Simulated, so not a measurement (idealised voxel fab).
Process module, titled voxel gate over fins
It is cross-section cut that appears here, measuring 295 nm in width, its square cells being 5 nm in size.
Throughout this document, each cross-section is represented as a grid of square cells and is presented as a sequence of bands enumerated from the top downward, where a band comprises one or more rows of cells.
Read a band's entry like this: the first values are the height of its top and the height of its bottom in nm, and what follows is the sequence of materials from left to right, each with its width in nm. Note that "empty" is empty space, and that a single material marked "throughout" reaches across the band from edge to edge.
Note: height 0 marks the level under which the wafer is uniformly one material as received. Lowest band unbounded below, written "z 0 and below".
Graded width ("30 to 40"): value in top row of band = first number; value in bottom row = second number; row-to-row change constant.
Key: "no change occurred" - step with no changed cell in the cross-section.
The entry "Enclosed void listing" lists the empty spaces that cover at least 8 cells and have no open path to the top. Each is written as width x height at distance, where the distance is measured from the left edge and all three values are in nm.
Text after the settings on a step's line: the simulator's own remark on that step.
You can add "overlay nm" to a step's line. For a step with a mask, it describes how far the mask lay to the right of its planned position, and a negative number describes a lay to the left.
Here's what the planned process steps look like:
1,RECEIVE: material Si
2,CONFORMAL_DEP: material SiN, thk nm 5
3,PATTERN: tone cover, mask id FINS, material resist, width nm 15, pitch nm 35, thk nm 15, overlay nm -15
4,DIRECTIONAL_ETCH: etch materials SiN, depth nm 5
5,DIRECTIONAL_ETCH: etch materials Si, depth nm 40
6,STRIP: etch materials resist
7,FILL_DEP: material SiO2, thk nm 5
8,CMP: height nm 5
9,SELECTIVE_ETCH: etch materials SiO2, depth nm 20
10,STRIP: etch materials SiN
11,CONFORMAL_DEP: material HfO2, thk nm 5
12,CONFORMAL_DEP: material TiN, thk nm 5
13,CONFORMAL_DEP: material TiAl, thk nm 5
14,CONFORMAL_DEP: material TiN, thk nm 5
15,FILL_DEP: material W, thk nm 15
16,CMP: height nm 30
17,CONFORMAL_DEP: material SiCN, thk nm 10
All wafers enter the flow in the same state. The overlay nm at step 3 differs from wafer to wafer, and the plan gives the value for the first wafer.
first wafer as received, after step 1:
    z 0 and below = Si throughout
    Enclosed void listing: none
Cross-section of the first of several wafers once the module has run through its last step, step 17:
    z 40 to 30 = SiCN throughout
    z 30 to 20 = W throughout
    z 20 to 15 = 50 of W  160 of TiN  85 of W
    z 15 to 10 = 50 of W  5 of TiN  150 of TiAl  5 of TiN  85 of W
    z 10 to 5 = 50 of W  5 of TiN  5 of TiAl  140 of TiN  5 of TiAl  5 of TiN  85 of W
    z 5 to 0 = 55 of TiN  5 of TiAl  5 of TiN  25 of HfO2  10 of TiN  25 of HfO2  10 of TiN  25 of HfO2  10 of TiN  25 of HfO2  5 of TiN  5 of TiAl  90 of TiN
    z 0 to -5 = 60 of TiAl  5 of TiN  5 of HfO2  15 of Si  5 of HfO2  10 of TiN  5 of HfO2  15 of Si  5 of HfO2  10 of TiN  5 of HfO2  15 of Si  5 of HfO2  10 of TiN  5 of HfO2  15 of Si  5 of HfO2  5 of TiN  95 of TiAl
    z -5 to -10 = 65 of TiN  5 of HfO2  15 of Si  5 of HfO2  10 of TiN  5 of HfO2  15 of Si  5 of HfO2  10 of TiN  5 of HfO2  15 of Si  5 of HfO2  10 of TiN  5 of HfO2  15 of Si  5 of HfO2  100 of TiN
    z -10 to -15 = 70 of HfO2  15 of Si  20 of HfO2  15 of Si  20 of HfO2  15 of Si  20 of HfO2  15 of Si  105 of HfO2
    z -15 to -40 = 70 of SiO2  15 of Si  20 of SiO2  15 of Si  20 of SiO2  15 of Si  20 of SiO2  15 of Si  105 of SiO2
    z -40 and below = Si throughout
    Enclosed void listing: none
X-section, last wafer, module end:
    z 40 to 30 = SiCN throughout
    z 30 to 20 = W throughout
    z 20 to 15 = 80 of W  160 of TiN  55 of W
    z 15 to 10 = 80 of W  5 of TiN  150 of TiAl  5 of TiN  55 of W
    z 10 to 5 = 80 of W  5 of TiN  5 of TiAl  140 of TiN  5 of TiAl  5 of TiN  55 of W
    z 5 to 0 = 85 of TiN  5 of TiAl  5 of TiN  25 of HfO2  10 of TiN  25 of HfO2  10 of TiN  25 of HfO2  10 of TiN  25 of HfO2  5 of TiN  5 of TiAl  60 of TiN
    z 0 to -5 = 90 of TiAl  5 of TiN  5 of HfO2  15 of Si  5 of HfO2  10 of TiN  5 of HfO2  15 of Si  5 of HfO2  10 of TiN  5 of HfO2  15 of Si  5 of HfO2  10 of TiN  5 of HfO2  15 of Si  5 of HfO2  5 of TiN  65 of TiAl
    z -5 to -10 = 95 of TiN  5 of HfO2  15 of Si  5 of HfO2  10 of TiN  5 of HfO2  15 of Si  5 of HfO2  10 of TiN  5 of HfO2  15 of Si  5 of HfO2  10 of TiN  5 of HfO2  15 of Si  5 of HfO2  70 of TiN
    z -10 to -15 = 100 of HfO2  15 of Si  20 of HfO2  15 of Si  20 of HfO2  15 of Si  20 of HfO2  15 of Si  75 of HfO2
    z -15 to -40 = 100 of SiO2  15 of Si  20 of SiO2  15 of Si  20 of SiO2  15 of Si  20 of SiO2  15 of Si  75 of SiO2
    z -40 and below = Si throughout
    Enclosed void listing: none
Take any row and you have a wafer at the end of the module: how many cells of each material it has gained (+) or lost (-) since it was received, and then its closed voids:
overlay nm -15, +83 HfO2, -376 Si, +118 SiCN, +235 SiO2, +65 TiAl, +148 TiN, +199 W, Enclosed void listing: none
overlay nm -10, +83 HfO2, -376 Si, +118 SiCN, +235 SiO2, +65 TiAl, +148 TiN, +199 W, Enclosed void listing: none
overlay nm -5, +83 HfO2, -376 Si, +118 SiCN, +235 SiO2, +65 TiAl, +148 TiN, +199 W, Enclosed void listing: none
overlay nm 0, +83 HfO2, -376 Si, +118 SiCN, +235 SiO2, +65 TiAl, +148 TiN, +199 W, Enclosed void listing: none
overlay nm 5, +83 HfO2, -376 Si, +118 SiCN, +235 SiO2, +65 TiAl, +148 TiN, +199 W, Enclosed void listing: none
overlay nm 10, +83 HfO2, -376 Si, +118 SiCN, +235 SiO2, +65 TiAl, +148 TiN, +199 W, Enclosed void listing: none
overlay nm 15, +83 HfO2, -376 Si, +118 SiCN, +235 SiO2, +65 TiAl, +148 TiN, +199 W, Enclosed void listing: none
